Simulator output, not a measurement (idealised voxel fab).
process module | voxel self aligned contacts
cross-section cut | 230 nm wide | cells 5 nm
A cross-section is a grid of square cells, given in bands from the top down. A band is one or more rows of cells.
Each band's line starts with the height of the band's top and of its bottom, in nm. Then come its materials from left to right, each with its width in nm. One material with "throughout" fills the band from edge to edge. "air" is empty space.
Height 0 is the level under which the wafer as received is all one material. The lowest band goes on downwards, as in "0 down".
A width such as "30 to 40" changes by the same amount from each row of cells to the next, from the band's top row to its bottom row.
"no change" after a step means that no cell of the cross-section changed.
closed voids: empty space of 8 cells or more with no open way to the top, each as width x height at its distance from the left edge, in nm
after a step's settings: what the simulator itself notes on the step
overlay nm, on a step with a mask: how far to the right of its planned place the mask lay; to the left if negative
plan
1 op RECEIVE | material Si
2 op OXIDIZE | depth nm 5
3 op DIRECTIONAL_DEP | material polySi | thk nm 25
4 op DIRECTIONAL_DEP | material SiN | thk nm 20
5 op PATTERN | tone cover | mask id GATE | material resist | width nm 35 | pitch nm 70 | thk nm 15 | overlay nm 0
6 op DIRECTIONAL_ETCH | etch materials SiN | depth nm 20
7 op DIRECTIONAL_ETCH | etch materials polySi | depth nm 25
8 op STRIP | etch materials resist
9 op CONFORMAL_DEP | material SiN | thk nm 5
10 op DIRECTIONAL_ETCH | etch materials SiN | depth nm 5
11 op FILL_DEP | material SiO2 | thk nm 15
12 op CMP | height nm 50
13 op MASKED_ETCH | tone open | mask id CONTACT | width nm 55 | etch materials SiO2 | depth nm 55 | overlay nm 0
14 op CONFORMAL_DEP | material TiN | thk nm 5
15 op FILL_DEP | material Ru | thk nm 10
16 op CMP | height nm 50
17 op CONFORMAL_DEP | material SiCN | thk nm 5
first wafer, as planned
as received, after step 1
  0 down: Si throughout
  closed voids: none
after step 2
  0 to -5: SiO2 throughout
  below -5: unchanged
after step 3
  25 to 0: polySi throughout
  below 0: unchanged
after step 4
  45 to 25: SiN throughout
  below 25: unchanged
after step 5
  60 to 45: air 60 | resist 35 | air 35 | resist 35 | air 65
  below 45: unchanged
after step 6
  60 to 45: air 60 | resist 35 | air 35 | resist 35 | air 65
  45 to 25: air 60 | SiN 35 | air 35 | SiN 35 | air 65
  below 25: unchanged
after step 7
  60 to 45: air 60 | resist 35 | air 35 | resist 35 | air 65
  45 to 25: air 60 | SiN 35 | air 35 | SiN 35 | air 65
  25 to 0: air 60 | polySi 35 | air 35 | polySi 35 | air 65
  below 0: unchanged
after step 8
  45 to 25: air 60 | SiN 35 | air 35 | SiN 35 | air 65
  below 25: unchanged
after step 9
  50 to 25: air 55 | SiN 45 | air 25 | SiN 45 | air 60
  25 to 5: air 55 | SiN 5 | polySi 35 | SiN 5 | air 25 | SiN 5 | polySi 35 | SiN 5 | air 60
  5 to 0: SiN 60 | polySi 35 | SiN 35 | polySi 35 | SiN 65
  below 0: unchanged
after step 10
  45 to 25: air 55 | SiN 45 | air 25 | SiN 45 | air 60
  25 to 0: air 55 | SiN 5 | polySi 35 | SiN 5 | air 25 | SiN 5 | polySi 35 | SiN 5 | air 60
  below 0: unchanged
after step 11
  60 to 45: SiO2 throughout
  45 to 25: SiO2 55 | SiN 45 | SiO2 25 | SiN 45 | SiO2 60
  25 to 0: SiO2 55 | SiN 5 | polySi 35 | SiN 5 | SiO2 25 | SiN 5 | polySi 35 | SiN 5 | SiO2 60
  below 0: unchanged
after step 12
  50 to 45: SiO2 throughout
  below 45: unchanged
after step 13
  50 to 45: SiO2 85 | air 55 | SiO2 90
  45 to 25: SiO2 55 | SiN 45 | air 25 | SiN 45 | SiO2 60
  25 to 0: SiO2 55 | SiN 5 | polySi 35 | SiN 5 | air 25 | SiN 5 | polySi 35 | SiN 5 | SiO2 60
  0 to -5: SiO2 100 | air 25 | SiO2 105
  below -5: unchanged
after step 14
  55 to 50: TiN 90 | air 45 | TiN 95
  50 to 45: SiO2 85 | TiN 20 | air 15 | TiN 20 | SiO2 90
  45 to 25: SiO2 55 | SiN 45 | TiN 5 | air 15 | TiN 5 | SiN 45 | SiO2 60
  25 to 0: SiO2 55 | SiN 5 | polySi 35 | SiN 5 | TiN 5 | air 15 | TiN 5 | SiN 5 | polySi 35 | SiN 5 | SiO2 60
  0 to -5: SiO2 100 | TiN 25 | SiO2 105
  below -5: unchanged
after step 15
  65 to 55: Ru throughout
  55 to 50: TiN 90 | Ru 45 | TiN 95
  50 to 45: SiO2 85 | TiN 20 | Ru 15 | TiN 20 | SiO2 90
  45 to 25: SiO2 55 | SiN 45 | TiN 5 | Ru 15 | TiN 5 | SiN 45 | SiO2 60
  25 to 0: SiO2 55 | SiN 5 | polySi 35 | SiN 5 | TiN 5 | Ru 15 | TiN 5 | SiN 5 | polySi 35 | SiN 5 | SiO2 60
  below 0: unchanged
after step 16
  50 to 45: SiO2 85 | TiN 20 | Ru 15 | TiN 20 | SiO2 90
  below 45: unchanged
after step 17
  55 to 50: SiCN throughout
  below 50: unchanged
second wafer: like start, like plan, one mistake. Through step 8 it matches the first wafer
when step 9 should have ended
  40 to 25: air 60 | SiN 35 | air 35 | SiN 35 | air 65
  below 25: unchanged
when step 10 should have ended
  45 to 25: air 55 | SiN 45 | air 25 | SiN 45 | air 60
  25 to 5: air 55 | SiN 5 | polySi 35 | SiN 5 | air 25 | SiN 5 | polySi 35 | SiN 5 | air 60
  5 to 0: SiN 60 | polySi 35 | SiN 35 | polySi 35 | SiN 65
  below 0: unchanged
when step 11 should have ended
  60 to 45: SiO2 throughout
  45 to 25: SiO2 55 | SiN 45 | SiO2 25 | SiN 45 | SiO2 60
  25 to 5: SiO2 55 | SiN 5 | polySi 35 | SiN 5 | SiO2 25 | SiN 5 | polySi 35 | SiN 5 | SiO2 60
  below 5: unchanged
when step 12 should have ended
  50 to 45: SiO2 throughout
  below 45: unchanged
when step 13 should have ended
  50 to 45: SiO2 85 | air 55 | SiO2 90
  45 to 25: SiO2 55 | SiN 45 | air 25 | SiN 45 | SiO2 60
  25 to 5: SiO2 55 | SiN 5 | polySi 35 | SiN 5 | air 25 | SiN 5 | polySi 35 | SiN 5 | SiO2 60
  below 5: unchanged
when step 14 should have ended
  55 to 50: TiN 90 | air 45 | TiN 95
  50 to 45: SiO2 85 | TiN 20 | air 15 | TiN 20 | SiO2 90
  45 to 25: SiO2 55 | SiN 45 | TiN 5 | air 15 | TiN 5 | SiN 45 | SiO2 60
  25 to 10: SiO2 55 | SiN 5 | polySi 35 | SiN 5 | TiN 5 | air 15 | TiN 5 | SiN 5 | polySi 35 | SiN 5 | SiO2 60
  10 to 5: SiO2 55 | SiN 5 | polySi 35 | SiN 5 | TiN 25 | SiN 5 | polySi 35 | SiN 5 | SiO2 60
  below 5: unchanged
when step 15 should have ended
  65 to 55: Ru throughout
  55 to 50: TiN 90 | Ru 45 | TiN 95
  50 to 45: SiO2 85 | TiN 20 | Ru 15 | TiN 20 | SiO2 90
  45 to 25: SiO2 55 | SiN 45 | TiN 5 | Ru 15 | TiN 5 | SiN 45 | SiO2 60
  25 to 10: SiO2 55 | SiN 5 | polySi 35 | SiN 5 | TiN 5 | Ru 15 | TiN 5 | SiN 5 | polySi 35 | SiN 5 | SiO2 60
  below 10: unchanged
when step 16 should have ended
  50 to 45: SiO2 85 | TiN 20 | Ru 15 | TiN 20 | SiO2 90
  below 45: unchanged
when step 17 should have ended
  55 to 50: SiCN throughout
  below 50: unchanged
what went wrong: steps 9 and 10 were swapped
at the end the second wafer has, in cells: 6 fewer of Ru | 28 more of SiN | 18 fewer of SiO2 | 4 fewer of TiN
